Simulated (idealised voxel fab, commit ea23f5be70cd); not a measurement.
Process module under the name voxel transistor to metal
It is cross-section cut that appears here, measuring 160 nm in width, its square cells being 5 nm in size.
Cross-section layout: square cells on a grid; listed as bands, top to bottom; a band spans one or more cell rows.
Top, bottom (nm), then materials left to right with widths (nm); lone material tagged "everywhere" fills the whole band edge to edge; "air" = empty space.
It should be noted that heights are counted from 0, beneath which the wafer as supplied is of one material throughout, and that the lowest band possesses no lower boundary but continues downward, as written in "0 nm and below".
Width "30 to 40": first value at the band's top row of cells, second value at its bottom row, equal change from row to row.
Where the words "no alteration" appear for a step, the cross-section shows no cell changed by that step; every cell remained as before.
Each empty space that has no open way to the top and spans at least 8 cells appears under "Voids, enclosed" as width x height at distance, the distance counted from the left edge, all in nm.
Past the settings on a step's line: simulator remark, on that step.
Among the settings permitted on a step's line is "overlay nm"; applied to a step with a mask, it specifies the extent to which the mask lay to the right of its planned position, whereas a negative figure signifies a position to the left.
So here's the lineup of process steps we planned
1: RECEIVE [material Si]
2: CONFORMAL_DEP [material SiO2] [thk nm 5]
3: CONFORMAL_DEP [material SiN] [thk nm 10]
4: PATTERN [tone cover] [mask id ACTIVE] [material resist] [width nm 125] [thk nm 20] [overlay nm 0]
5: DIRECTIONAL_ETCH [etch materials SiN] [depth nm 10]
6: DIRECTIONAL_ETCH [etch materials SiO2] [depth nm 5]
7: DIRECTIONAL_ETCH [etch materials Si] [depth nm 35]
8: STRIP [etch materials resist]
9: FILL_DEP [material SiO2] [thk nm 15]
10: CMP [height nm 15]
11: SELECTIVE_ETCH [etch materials SiO2] [depth nm 5]
12: STRIP [etch materials SiN]
13: SELECTIVE_ETCH [etch materials SiO2] [depth nm 5]
14: OXIDIZE [depth nm 5]
15: DIRECTIONAL_DEP [material polySi] [thk nm 20]
16: DIRECTIONAL_DEP [material SiCN] [thk nm 10]
17: PATTERN [tone cover] [mask id GATE] [material resist] [width nm 35] [thk nm 15] [overlay nm 0]
18: DIRECTIONAL_ETCH [etch materials SiCN] [depth nm 20]
19: DIRECTIONAL_ETCH [etch materials polySi] [depth nm 30]
20: STRIP [etch materials resist]
21: CONFORMAL_DEP [material SiO2] [thk nm 5]
22: DIRECTIONAL_ETCH [etch materials SiO2] [depth nm 5]
23: CONFORMAL_DEP [material SiN] [thk nm 5]
24: DIRECTIONAL_ETCH [etch materials SiN] [depth nm 5]
25: DIRECTIONAL_ETCH [etch materials SiO2] [depth nm 5]
26: DIRECTIONAL_ETCH [etch materials Si] [depth nm 5]
27: EPI [material SiGe] [thk nm 5]
28: FILL_DEP [material SiO2] [thk nm 5]
29: CMP [height nm 20]
30: STRIP [etch materials polySi]
31: SELECTIVE_ETCH [etch materials SiO2] [depth nm 5]
32: CONFORMAL_DEP [material HfO2] [thk nm 5]
33: CONFORMAL_DEP [material TiN] [thk nm 5]
34: FILL_DEP [material W] [thk nm 5]
35: CMP [height nm 15]
36: DIRECTIONAL_DEP [material SiO2] [thk nm 15]
37: MASKED_ETCH [tone open] [mask id CONTACT] [width nm 20] [pitch nm 85] [etch materials SiO2] [depth nm 35] [overlay nm 0]
38: CONFORMAL_DEP [material TiN] [thk nm 5]
39: FILL_DEP [material Ru] [thk nm 5]
40: CMP [height nm 30]
41: CONFORMAL_DEP [material SiN] [thk nm 5]
42: DIRECTIONAL_DEP [material lowk] [thk nm 20]
43: PATTERN [tone open] [mask id METAL_1] [material resist] [width nm 20] [pitch nm 85] [thk nm 20] [overlay nm 0]
44: DIRECTIONAL_ETCH [etch materials lowk] [depth nm 20]
45: DIRECTIONAL_ETCH [etch materials SiN] [depth nm 5]
46: STRIP [etch materials resist]
47: CONFORMAL_DEP [material TiN] [thk nm 5]
48: FILL_DEP [material Ru] [thk nm 5]
49: CMP [height nm 55]
50: CONFORMAL_DEP [material SiCN] [thk nm 5]
51: DIRECTIONAL_DEP [material SiO2] [thk nm 30]
52: PATTERN [tone open] [mask id METAL_2_HOLES] [material resist] [width nm 15] [pitch nm 85] [thk nm 20] [overlay nm 0]
53: DIRECTIONAL_ETCH [etch materials SiO2] [depth nm 30]
54: STRIP [etch materials resist]
55: PATTERN [tone open] [mask id METAL_2] [material resist] [width nm 20] [pitch nm 85] [thk nm 15] [overlay nm 0]
56: DIRECTIONAL_ETCH [etch materials SiO2] [depth nm 15]
57: DIRECTIONAL_ETCH [etch materials SiCN] [depth nm 5]
58: STRIP [etch materials resist]
59: CONFORMAL_DEP [material TiN] [thk nm 5]
60: FILL_DEP [material Cu] [thk nm 10]
61: CMP [height nm 90]
62: CONFORMAL_DEP [material SiN] [thk nm 5]
Wafer as received: cross-section following step 1
	0 nm and below: Si everywhere
	Voids, enclosed: none
Cross-section, first of two wafers, end of module, run as planned
	95 nm to 90 nm: SiN everywhere
	90 nm to 80 nm: SiO2 25 nm; TiN 5 nm; Cu 10 nm; TiN 5 nm; SiO2 65 nm; TiN 5 nm; Cu 10 nm; TiN 5 nm; SiO2 30 nm
	80 nm to 75 nm: SiO2 25 nm; TiN 5 nm; Cu 5 nm; TiN 10 nm; SiO2 65 nm; TiN 5 nm; Cu 5 nm; TiN 10 nm; SiO2 30 nm
	75 nm to 60 nm: SiO2 25 nm; TiN 5 nm; Cu 5 nm; TiN 5 nm; SiO2 70 nm; TiN 5 nm; Cu 5 nm; TiN 5 nm; SiO2 35 nm
	60 nm to 55 nm: SiCN 25 nm; TiN 15 nm; SiCN 70 nm; TiN 15 nm; SiCN 35 nm
	55 nm to 35 nm: lowk 25 nm; TiN 5 nm; Ru 10 nm; TiN 5 nm; lowk 65 nm; TiN 5 nm; Ru 10 nm; TiN 5 nm; lowk 30 nm
	35 nm to 30 nm: SiN 25 nm; TiN 20 nm; SiN 65 nm; TiN 20 nm; SiN 30 nm
	30 nm to 15 nm: SiO2 25 nm; TiN 5 nm; Ru 10 nm; TiN 5 nm; SiO2 65 nm; TiN 5 nm; Ru 10 nm; TiN 5 nm; SiO2 30 nm
	15 nm to 5 nm: SiO2 25 nm; TiN 5 nm; Ru 10 nm; TiN 5 nm; SiO2 5 nm; SiN 5 nm; HfO2 5 nm; TiN 5 nm; W 25 nm; TiN 5 nm; HfO2 5 nm; SiN 5 nm; SiO2 5 nm; TiN 5 nm; Ru 10 nm; TiN 5 nm; SiO2 30 nm
	5 nm to 0 nm: SiO2 15 nm; SiN 5 nm; SiO2 5 nm; TiN 5 nm; Ru 10 nm; TiN 5 nm; SiO2 5 nm; SiN 5 nm; HfO2 5 nm; TiN 35 nm; HfO2 5 nm; SiN 5 nm; SiO2 5 nm; TiN 5 nm; Ru 10 nm; TiN 5 nm; SiO2 5 nm; SiN 5 nm; SiO2 20 nm
	0 nm to -5 nm: SiO2 20 nm; SiGe 5 nm; TiN 20 nm; SiGe 5 nm; SiO2 5 nm; HfO2 45 nm; SiO2 5 nm; SiGe 5 nm; TiN 20 nm; SiGe 5 nm; SiO2 25 nm
	-5 nm to -10 nm: SiO2 15 nm; Si 5 nm; SiGe 30 nm; Si 55 nm; SiGe 30 nm; Si 5 nm; SiO2 20 nm
	-10 nm to -35 nm: SiO2 15 nm; Si 125 nm; SiO2 20 nm
	-35 nm and below: Si everywhere
	Voids, enclosed: none
Wafer two cross-section, module end. Start and plan unchanged from wafer one; one mistake made during the run
	95 nm to 90 nm: SiN everywhere
	90 nm to 80 nm: Cu 35 nm; TiN 5 nm; SiO2 5 nm; TiN 5 nm; Cu 70 nm; TiN 5 nm; SiO2 5 nm; TiN 5 nm; Cu 25 nm
	80 nm to 75 nm: TiN 30 nm; Cu 5 nm; TiN 5 nm; SiO2 5 nm; TiN 70 nm; Cu 5 nm; TiN 5 nm; SiO2 5 nm; TiN 30 nm
	75 nm to 65 nm: SiO2 25 nm; TiN 5 nm; Cu 5 nm; TiN 5 nm; SiO2 70 nm; TiN 5 nm; Cu 5 nm; TiN 5 nm; SiO2 35 nm
	65 nm to 60 nm: SiO2 25 nm; TiN 15 nm; SiO2 70 nm; TiN 15 nm; SiO2 35 nm
	60 nm to 55 nm: SiCN everywhere
	55 nm to 35 nm: lowk 25 nm; TiN 5 nm; Ru 10 nm; TiN 5 nm; lowk 65 nm; TiN 5 nm; Ru 10 nm; TiN 5 nm; lowk 30 nm
	35 nm to 30 nm: SiN 25 nm; TiN 20 nm; SiN 65 nm; TiN 20 nm; SiN 30 nm
	30 nm to 15 nm: SiO2 25 nm; TiN 5 nm; Ru 10 nm; TiN 5 nm; SiO2 65 nm; TiN 5 nm; Ru 10 nm; TiN 5 nm; SiO2 30 nm
	15 nm to 5 nm: SiO2 25 nm; TiN 5 nm; Ru 10 nm; TiN 5 nm; SiO2 5 nm; SiN 5 nm; HfO2 5 nm; TiN 5 nm; W 25 nm; TiN 5 nm; HfO2 5 nm; SiN 5 nm; SiO2 5 nm; TiN 5 nm; Ru 10 nm; TiN 5 nm; SiO2 30 nm
	5 nm to 0 nm: SiO2 15 nm; SiN 5 nm; SiO2 5 nm; TiN 5 nm; Ru 10 nm; TiN 5 nm; SiO2 5 nm; SiN 5 nm; HfO2 5 nm; TiN 35 nm; HfO2 5 nm; SiN 5 nm; SiO2 5 nm; TiN 5 nm; Ru 10 nm; TiN 5 nm; SiO2 5 nm; SiN 5 nm; SiO2 20 nm
	0 nm to -5 nm: SiO2 20 nm; SiGe 5 nm; TiN 20 nm; SiGe 5 nm; SiO2 5 nm; HfO2 45 nm; SiO2 5 nm; SiGe 5 nm; TiN 20 nm; SiGe 5 nm; SiO2 25 nm
	-5 nm to -10 nm: SiO2 15 nm; Si 5 nm; SiGe 30 nm; Si 55 nm; SiGe 30 nm; Si 5 nm; SiO2 20 nm
	-10 nm to -35 nm: SiO2 15 nm; Si 125 nm; SiO2 20 nm
	-35 nm and below: Si everywhere
	Voids, enclosed: none
Where did the run depart from the plan? off-plan run, step 55, actual operation and settings PATTERN [tone cover] [mask id METAL_2] [material resist] [width nm 20] [pitch nm 85] [thk nm 15] [overlay nm 0]
Upon completion, the second wafer contains, in terms of cells, a greater or smaller amount of certain materials than the first wafer: Cu +42; SiCN +6; SiO2 -66; TiN +18
